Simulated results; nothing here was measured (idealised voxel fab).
Proc. module: voxel gate over fins
Square cell edge 5 nm, section width 300 nm, ID cut.
For the purposes of this document, a cross-section shall be understood as a grid of square cells, specified as bands listed in top-to-bottom order, each band consisting of one or more rows of cells. It is stipulated that each band's entry specify, in nanometres, the height of the top of the band and then that of its bottom, followed by the materials of the band in left-to-right sequence, each together with its width in nanometres. A single material marked by the word "throughout" is understood to fill the band from edge to edge; the word "blank" is understood to denote empty space. A quick word on heights: they are counted from 0, and under that level the wafer as it came to us is one material throughout. The lowest band is different from the rest in having no bottom; it simply continues downward, written as in "0 -> down". With a width like "30 to 40", each row of cells in the band differs from the next by the same amount, the top row carrying the first number and the bottom row the second. A step reported as "remains unaltered" is a step in which no cell of the cross-section changed. The entry "Enclosed void list" lists the empty spaces that cover at least 8 cells and have no open path to the top. Each is written as width x height at distance, where the distance is measured from the left edge and all three values are in nm. On each step's line, the part that comes after the settings is the simulator's own comment on the step. A step's line can hold "overlay nm"; with a mask on that step, the setting says how far right of the planned place the mask lay, while a negative setting says it lay to the left.

### The process steps that were planned are listed below
1,op RECEIVE | material Si
2,op CONFORMAL_DEP | material SiN | thk nm 10
3,op PATTERN | tone cover | mask id FINS | material resist | width nm 15 | pitch nm 40 | thk nm 15 | overlay nm 0
4,op DIRECTIONAL_ETCH | etch materials SiN | depth nm 10
5,op DIRECTIONAL_ETCH | etch materials Si | depth nm 30
6,op STRIP | etch materials resist
7,op OXIDIZE | depth nm 5
8,op FILL_DEP | material SiO2 | thk nm 15
9,op CMP | height nm 10
10,op SELECTIVE_ETCH | etch materials SiO2 | depth nm 20
11,op STRIP | etch materials SiN
12,op CONFORMAL_DEP | material HfO2 | thk nm 5
13,op CONFORMAL_DEP | material TiN | thk nm 5
14,op CONFORMAL_DEP | material TiAl | thk nm 5
15,op CONFORMAL_DEP | material TiN | thk nm 5
16,op FILL_DEP | material W | thk nm 10
17,op CMP | height nm 25
18,op CONFORMAL_DEP | material SiN | thk nm 10

### Run as planned: first of two wafers

### Wafer at receipt (post step 1), cross-section
* 0 -> down = Si throughout
* Enclosed void list: none

### The following cross-section depicts the wafer upon completion of step 2
* 10 -> 0 = SiN throughout
* Lower than 0, everything is as it was.

### The following cross-section depicts the wafer upon completion of step 3
* 25 -> 10 = blank=120 | resist=15 | blank=25 | resist=15 | blank=125
* Lower than 10, everything is as it was.

### The following cross-section depicts the wafer upon completion of step 4
* 25 -> 10 = blank=120 | resist=15 | blank=25 | resist=15 | blank=125
* 10 -> 0 = blank=120 | SiN=15 | blank=25 | SiN=15 | blank=125
* Lower than 0, everything is as it was.

### The following cross-section depicts the wafer upon completion of step 5
* 25 -> 10 = blank=120 | resist=15 | blank=25 | resist=15 | blank=125
* 10 -> 0 = blank=120 | SiN=15 | blank=25 | SiN=15 | blank=125
* 0 -> -30 = blank=120 | Si=15 | blank=25 | Si=15 | blank=125
* Lower than -30, everything is as it was.

### The following cross-section depicts the wafer upon completion of step 6
* 10 -> 0 = blank=120 | SiN=15 | blank=25 | SiN=15 | blank=125
* Lower than 0, everything is as it was.

### The following cross-section depicts the wafer upon completion of step 7
* 10 -> 0 = blank=120 | SiN=15 | blank=25 | SiN=15 | blank=125
* 0 -> -30 = blank=120 | SiO2=5 | Si=5 | SiO2=5 | blank=25 | SiO2=5 | Si=5 | SiO2=5 | blank=125
* -30 -> -35 = SiO2=125 | Si=5 | SiO2=35 | Si=5 | SiO2=130
* Lower than -35, everything is as it was.

### The following cross-section depicts the wafer upon completion of step 8
* 25 -> 10 = SiO2 throughout
* 10 -> 0 = SiO2=120 | SiN=15 | SiO2=25 | SiN=15 | SiO2=125
* 0 -> -35 = SiO2=125 | Si=5 | SiO2=35 | Si=5 | SiO2=130
* Lower than -35, everything is as it was.

### The following cross-section depicts the wafer upon completion of step 9
* 10 -> 0 = SiO2=120 | SiN=15 | SiO2=25 | SiN=15 | SiO2=125
* Lower than 0, everything is as it was.

### The following cross-section depicts the wafer upon completion of step 10
* 10 -> 0 = blank=120 | SiN=15 | blank=25 | SiN=15 | blank=125
* 0 -> -10 = blank=125 | Si=5 | blank=35 | Si=5 | blank=130
* Lower than -10, everything is as it was.

### The following cross-section depicts the wafer upon completion of step 11
* 0 -> -10 = blank=125 | Si=5 | blank=35 | Si=5 | blank=130
* Lower than -10, everything is as it was.

### The following cross-section depicts the wafer upon completion of step 12
* 5 -> 0 = blank=120 | HfO2=15 | blank=25 | HfO2=15 | blank=125
* 0 -> -5 = blank=120 | HfO2=5 | Si=5 | HfO2=5 | blank=25 | HfO2=5 | Si=5 | HfO2=5 | blank=125
* -5 -> -10 = HfO2=125 | Si=5 | HfO2=35 | Si=5 | HfO2=130
* Lower than -10, everything is as it was.

### The following cross-section depicts the wafer upon completion of step 13
* 10 -> 5 = blank=115 | TiN=25 | blank=15 | TiN=25 | blank=120
* 5 -> 0 = blank=115 | TiN=5 | HfO2=15 | TiN=5 | blank=15 | TiN=5 | HfO2=15 | TiN=5 | blank=120
* 0 -> -5 = TiN=120 | HfO2=5 | Si=5 | HfO2=5 | TiN=25 | HfO2=5 | Si=5 | HfO2=5 | TiN=125
* Lower than -5, everything is as it was.

### The following cross-section depicts the wafer upon completion of step 14
* 15 -> 10 = blank=110 | TiAl=35 | blank=5 | TiAl=35 | blank=115
* 10 -> 5 = blank=110 | TiAl=5 | TiN=25 | TiAl=5 | blank=5 | TiAl=5 | TiN=25 | TiAl=5 | blank=115
* 5 -> 0 = TiAl=115 | TiN=5 | HfO2=15 | TiN=5 | TiAl=15 | TiN=5 | HfO2=15 | TiN=5 | TiAl=120
* Lower than 0, everything is as it was.

### The following cross-section depicts the wafer upon completion of step 15
* 20 -> 15 = blank=105 | TiN=85 | blank=110
* 15 -> 10 = blank=105 | TiN=5 | TiAl=35 | TiN=5 | TiAl=35 | TiN=5 | blank=110
* 10 -> 5 = TiN=110 | TiAl=5 | TiN=25 | TiAl=5 | TiN=5 | TiAl=5 | TiN=25 | TiAl=5 | TiN=115
* Lower than 5, everything is as it was.

### The following cross-section depicts the wafer upon completion of step 16
* 30 -> 20 = W throughout
* 20 -> 15 = W=105 | TiN=85 | W=110
* 15 -> 10 = W=105 | TiN=5 | TiAl=35 | TiN=5 | TiAl=35 | TiN=5 | W=110
* Lower than 10, everything is as it was.

### The following cross-section depicts the wafer upon completion of step 17
* 25 -> 20 = W throughout
* Lower than 20, everything is as it was.

### The following cross-section depicts the wafer upon completion of step 18
* 35 -> 25 = SiN throughout
* Lower than 25, everything is as it was.

### Second wafer, same starting conditions and recipe as the first, one mistake in executing it, nothing differs from the first up to and including step 9

### Second wafer, cut view, end of step 10 per plan
* 10 -> 0 = blank=120 | SiN=15 | blank=25 | SiN=15 | blank=125
* 0 -> -30 = blank=125 | Si=5 | blank=35 | Si=5 | blank=130
* Lower than -30, everything is as it was.

### Second wafer, cut view, end of step 11 per plan
* 0 -> -30 = blank=125 | Si=5 | blank=35 | Si=5 | blank=130
* Lower than -30, everything is as it was.

### Second wafer, cut view, end of step 12 per plan
* 5 -> 0 = blank=120 | HfO2=15 | blank=25 | HfO2=15 | blank=125
* 0 -> -25 = blank=120 | HfO2=5 | Si=5 | HfO2=5 | blank=25 | HfO2=5 | Si=5 | HfO2=5 | blank=125
* -25 -> -30 = HfO2=125 | Si=5 | HfO2=35 | Si=5 | HfO2=130
* Lower than -30, everything is as it was.

### Second wafer, cut view, end of step 13 per plan
* 10 -> 5 = blank=115 | TiN=25 | blank=15 | TiN=25 | blank=120
* 5 -> 0 = blank=115 | TiN=5 | HfO2=15 | TiN=5 | blank=15 | TiN=5 | HfO2=15 | TiN=5 | blank=120
* 0 -> -20 = blank=115 | TiN=5 | HfO2=5 | Si=5 | HfO2=5 | TiN=5 | blank=15 | TiN=5 | HfO2=5 | Si=5 | HfO2=5 | TiN=5 | blank=120
* -20 -> -25 = TiN=120 | HfO2=5 | Si=5 | HfO2=5 | TiN=25 | HfO2=5 | Si=5 | HfO2=5 | TiN=125
* Lower than -25, everything is as it was.

### Second wafer, cut view, end of step 14 per plan
* 15 -> 10 = blank=110 | TiAl=35 | blank=5 | TiAl=35 | blank=115
* 10 -> 5 = blank=110 | TiAl=5 | TiN=25 | TiAl=5 | blank=5 | TiAl=5 | TiN=25 | TiAl=5 | blank=115
* 5 -> 0 = blank=110 | TiAl=5 | TiN=5 | HfO2=15 | TiN=5 | TiAl=5 | blank=5 | TiAl=5 | TiN=5 | HfO2=15 | TiN=5 | TiAl=5 | blank=115
* 0 -> -15 = blank=110 | TiAl=5 | TiN=5 | HfO2=5 | Si=5 | HfO2=5 | TiN=5 | TiAl=5 | blank=5 | TiAl=5 | TiN=5 | HfO2=5 | Si=5 | HfO2=5 | TiN=5 | TiAl=5 | blank=115
* -15 -> -20 = TiAl=115 | TiN=5 | HfO2=5 | Si=5 | HfO2=5 | TiN=5 | TiAl=15 | TiN=5 | HfO2=5 | Si=5 | HfO2=5 | TiN=5 | TiAl=120
* Lower than -20, everything is as it was.

### Second wafer, cut view, end of step 15 per plan
* 20 -> 15 = blank=105 | TiN=85 | blank=110
* 15 -> 10 = blank=105 | TiN=5 | TiAl=35 | TiN=5 | TiAl=35 | TiN=5 | blank=110
* 10 -> 5 = blank=105 | TiN=5 | TiAl=5 | TiN=25 | TiAl=5 | TiN=5 | TiAl=5 | TiN=25 | TiAl=5 | TiN=5 | blank=110
* 5 -> 0 = blank=105 | TiN=5 | TiAl=5 | TiN=5 | HfO2=15 | TiN=5 | TiAl=5 | TiN=5 | TiAl=5 | TiN=5 | HfO2=15 | TiN=5 | TiAl=5 | TiN=5 | blank=110
* 0 -> -10 = blank=105 | TiN=5 | TiAl=5 | TiN=5 | HfO2=5 | Si=5 | HfO2=5 | TiN=5 | TiAl=5 | TiN=5 | TiAl=5 | TiN=5 | HfO2=5 | Si=5 | HfO2=5 | TiN=5 | TiAl=5 | TiN=5 | blank=110
* -10 -> -15 = TiN=110 | TiAl=5 | TiN=5 | HfO2=5 | Si=5 | HfO2=5 | TiN=5 | TiAl=5 | TiN=5 | TiAl=5 | TiN=5 | HfO2=5 | Si=5 | HfO2=5 | TiN=5 | TiAl=5 | TiN=115
* Lower than -15, everything is as it was.

### Second wafer, cut view, end of step 16 per plan
* 30 -> 20 = W throughout
* 20 -> 15 = W=105 | TiN=85 | W=110
* 15 -> 10 = W=105 | TiN=5 | TiAl=35 | TiN=5 | TiAl=35 | TiN=5 | W=110
* 10 -> 5 = W=105 | TiN=5 | TiAl=5 | TiN=25 | TiAl=5 | TiN=5 | TiAl=5 | TiN=25 | TiAl=5 | TiN=5 | W=110
* 5 -> 0 = W=105 | TiN=5 | TiAl=5 | TiN=5 | HfO2=15 | TiN=5 | TiAl=5 | TiN=5 | TiAl=5 | TiN=5 | HfO2=15 | TiN=5 | TiAl=5 | TiN=5 | W=110
* 0 -> -10 = W=105 | TiN=5 | TiAl=5 | TiN=5 | HfO2=5 | Si=5 | HfO2=5 | TiN=5 | TiAl=5 | TiN=5 | TiAl=5 | TiN=5 | HfO2=5 | Si=5 | HfO2=5 | TiN=5 | TiAl=5 | TiN=5 | W=110
* Lower than -10, everything is as it was.

### Second wafer, cut view, end of step 17 per plan
* 25 -> 20 = W throughout
* Lower than 20, everything is as it was.

### Second wafer, cut view, end of step 18 per plan
* 35 -> 25 = SiN throughout
* Lower than 25, everything is as it was.
Plan not followed: in the plan, step 10 was performed twice
It is noted that, at the conclusion of processing, the second wafer exhibits a higher or lower cell count for certain materials relative to the first: 16 more of HfO2 | 232 fewer of SiO2 | 16 more of TiAl | 28 more of TiN | 172 more of W
